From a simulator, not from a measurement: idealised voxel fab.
The following process module bears the name voxel released beams.
Square cells of 5 nm make up the cross-section cut, whose width is 160 nm.
Cross-section format: a grid of square cells, given as bands from top to bottom; each band is one or more rows of cells. Look at the band entry: it leads with the top's height and the bottom's height in nm. Then it lists the materials left to right, with a width in nm for each. The word "throughout" on a single material says that material fills the band edge to edge. The word "air" is empty space. Height is counted from the level 0, under which the received wafer is composed throughout of one material. The lowest of the bands is not closed at the bottom but continues downward, in the notation "0 and below". With a width like "30 to 40", each row of cells in the band differs from the next by the same amount, the top row carrying the first number and the bottom row the second. It should be understood that the words "nothing altered", when stated for a given step, signify that the cross-section underwent no change in any of its cells during that step. Empty spaces without an open route to the top, at least 8 cells in extent, make up the entry "Tabulated closed voids"; each is given as width x height at distance, where the distance is measured from the left edge, and all are in nm. The remark found on a step's line after its settings is issued by the simulator itself and pertains to that step. overlay nm: how far to the right of its planned place the mask lay on this masked step (negative: to the left).

Planned step list for the process
- 1: RECEIVE (material Si)
- 2: CONFORMAL_DEP (material Al2O3; thk nm 5)
- 3: DIRECTIONAL_DEP (material SiO2; thk nm 20)
- 4: DIRECTIONAL_DEP (material aC; thk nm 15)
- 5: PATTERN (tone open; mask id ANCHOR; material resist; width nm 35; thk nm 30; overlay nm 0)
- 6: DIRECTIONAL_ETCH (etch materials aC; depth nm 15)
- 7: STRIP (etch materials resist)
- 8: DIRECTIONAL_ETCH (etch materials SiO2; depth nm 20)
- 9: STRIP (etch materials aC)
- 10: CONFORMAL_DEP (material W; thk nm 10)
- 11: DIRECTIONAL_DEP (material aC; thk nm 10)
- 12: PATTERN (tone cover; mask id BEAM; material resist; width nm 110; thk nm 30; overlay nm 0)
- 13: DIRECTIONAL_ETCH (etch materials aC; depth nm 10)
- 14: STRIP (etch materials resist)
- 15: DIRECTIONAL_ETCH (etch materials W; depth nm 10)
- 16: STRIP (etch materials aC)
- 17: STRIP (etch materials SiO2)

First of the two wafers, run per plan

As-received state of the wafer in cross-section, equivalent to post-step 1
* 0 and below | Si throughout
* Tabulated closed voids: none

Sectional view: wafer, after step 2
* 5 down to 0 | Al2O3 throughout
* below 0: unchanged

Sectional view: wafer, after step 3
* 25 down to 5 | SiO2 throughout
* below 5: unchanged

Sectional view: wafer, after step 4
* 40 down to 25 | aC throughout
* below 25: unchanged

Sectional view: wafer, after step 5
* 70 down to 40 | resist: 25  air: 35  resist: 100
* below 40: unchanged

Sectional view: wafer, after step 6
* 55 down to 40 | resist: 25  air: 35  resist: 100
* 40 down to 25 | aC: 25  air: 35  aC: 100
* below 25: unchanged

Sectional view: wafer, after step 7
* 40 down to 25 | aC: 25  air: 35  aC: 100
* below 25: unchanged

Sectional view: wafer, after step 8
* 40 down to 25 | aC: 25  air: 35  aC: 100
* 25 down to 5 | SiO2: 25  air: 35  SiO2: 100
* below 5: unchanged

Sectional view: wafer, after step 9
* 25 down to 5 | SiO2: 25  air: 35  SiO2: 100
* below 5: unchanged

Sectional view: wafer, after step 10
* 35 down to 25 | W: 35  air: 15  W: 110
* 25 down to 15 | SiO2: 25  W: 10  air: 15  W: 10  SiO2: 100
* 15 down to 5 | SiO2: 25  W: 35  SiO2: 100
* below 5: unchanged

Sectional view: wafer, after step 11
* 45 down to 35 | aC: 35  air: 15  aC: 110
* 35 down to 25 | W: 35  air: 15  W: 110
* 25 down to 15 | SiO2: 25  W: 10  aC: 15  W: 10  SiO2: 100
* below 15: unchanged

Sectional view: wafer, after step 12
* 75 down to 45 | air: 20  resist: 110  air: 30
* 45 down to 35 | aC: 35  resist: 15  aC: 110
* 35 down to 25 | W: 35  resist: 15  W: 110
* below 25: unchanged

Sectional view: wafer, after step 13
* 65 down to 45 | air: 20  resist: 110  air: 30
* 45 down to 35 | air: 20  aC: 15  resist: 15  aC: 80  air: 30
* below 35: unchanged

Sectional view: wafer, after step 14
* 45 down to 35 | air: 20  aC: 15  air: 15  aC: 80  air: 30
* 35 down to 25 | W: 35  air: 15  W: 110
* below 25: unchanged

Sectional view: wafer, after step 15
* 45 down to 35 | air: 20  aC: 15  air: 15  aC: 80  air: 30
* 35 down to 25 | air: 20  W: 15  air: 15  W: 80  air: 30
* below 25: unchanged

Sectional view: wafer, after step 16
* 35 down to 25 | air: 20  W: 15  air: 15  W: 80  air: 30
* 25 down to 15 | SiO2: 25  W: 10  air: 15  W: 10  SiO2: 100
* below 15: unchanged

Sectional view: wafer, after step 17
* 35 down to 25 | air: 20  W: 15  air: 15  W: 80  air: 30
* 25 down to 15 | air: 25  W: 10  air: 15  W: 10  air: 100
* 15 down to 5 | air: 25  W: 35  air: 100
* below 5: unchanged

Wafer two of the pair: same origin, same plan, one error during the run; identical to wafer one up to and including step 4

Cross-section of the second wafer at the time step 5 of the plan should have ended
* 70 down to 40 | air: 25  resist: 35  air: 100
* below 40: unchanged

Cross-section of the second wafer at the time step 6 of the plan should have ended
* 55 down to 40 | air: 25  resist: 35  air: 100
* 40 down to 25 | air: 25  aC: 35  air: 100
* below 25: unchanged

Cross-section of the second wafer at the time step 7 of the plan should have ended
* 40 down to 25 | air: 25  aC: 35  air: 100
* below 25: unchanged

Cross-section of the second wafer at the time step 8 of the plan should have ended
* 40 down to 25 | air: 25  aC: 35  air: 100
* 25 down to 5 | air: 25  SiO2: 35  air: 100
* below 5: unchanged

Cross-section of the second wafer at the time step 9 of the plan should have ended
* 25 down to 5 | air: 25  SiO2: 35  air: 100
* below 5: unchanged

Cross-section of the second wafer at the time step 10 of the plan should have ended
* 35 down to 25 | air: 15  W: 55  air: 90
* 25 down to 15 | air: 15  W: 10  SiO2: 35  W: 10  air: 90
* 15 down to 5 | W: 25  SiO2: 35  W: 100
* below 5: unchanged

Cross-section of the second wafer at the time step 11 of the plan should have ended
* 45 down to 35 | air: 15  aC: 55  air: 90
* 35 down to 25 | air: 15  W: 55  air: 90
* 25 down to 15 | aC: 15  W: 10  SiO2: 35  W: 10  aC: 90
* below 15: unchanged

Cross-section of the second wafer at the time step 12 of the plan should have ended
* 75 down to 45 | air: 20  resist: 110  air: 30
* 45 down to 35 | air: 15  aC: 55  resist: 60  air: 30
* 35 down to 25 | air: 15  W: 55  resist: 60  air: 30
* below 25: unchanged

Cross-section of the second wafer at the time step 13 of the plan should have ended
* 65 down to 45 | air: 20  resist: 110  air: 30
* 45 down to 35 | air: 20  aC: 50  resist: 60  air: 30
* 35 down to 25 | air: 15  W: 55  resist: 60  air: 30
* 25 down to 15 | air: 15  W: 10  SiO2: 35  W: 10  aC: 60  air: 30
* below 15: unchanged

Cross-section of the second wafer at the time step 14 of the plan should have ended
* 45 down to 35 | air: 20  aC: 50  air: 90
* 35 down to 25 | air: 15  W: 55  air: 90
* below 25: unchanged

Cross-section of the second wafer at the time step 15 of the plan should have ended
* 45 down to 35 | air: 20  aC: 50  air: 90
* 35 down to 25 | air: 20  W: 50  air: 90
* 25 down to 15 | air: 15  W: 10  SiO2: 35  W: 10  aC: 60  air: 30
* 15 down to 5 | air: 15  W: 10  SiO2: 35  W: 70  air: 30
* below 5: unchanged

Cross-section of the second wafer at the time step 16 of the plan should have ended
* 35 down to 25 | air: 20  W: 50  air: 90
* 25 down to 15 | air: 15  W: 10  SiO2: 35  W: 10  air: 90
* below 15: unchanged

Cross-section of the second wafer at the time step 17 of the plan should have ended: nothing altered
Nonconformance to the process plan: planned and actual differ for step 5; actual: PATTERN (tone cover; mask id ANCHOR; material resist; width nm 35; thk nm 30; overlay nm 0)
Heads up, by the end the second wafer has more or fewer cells of some materials compared to the first: 28 more of SiO2
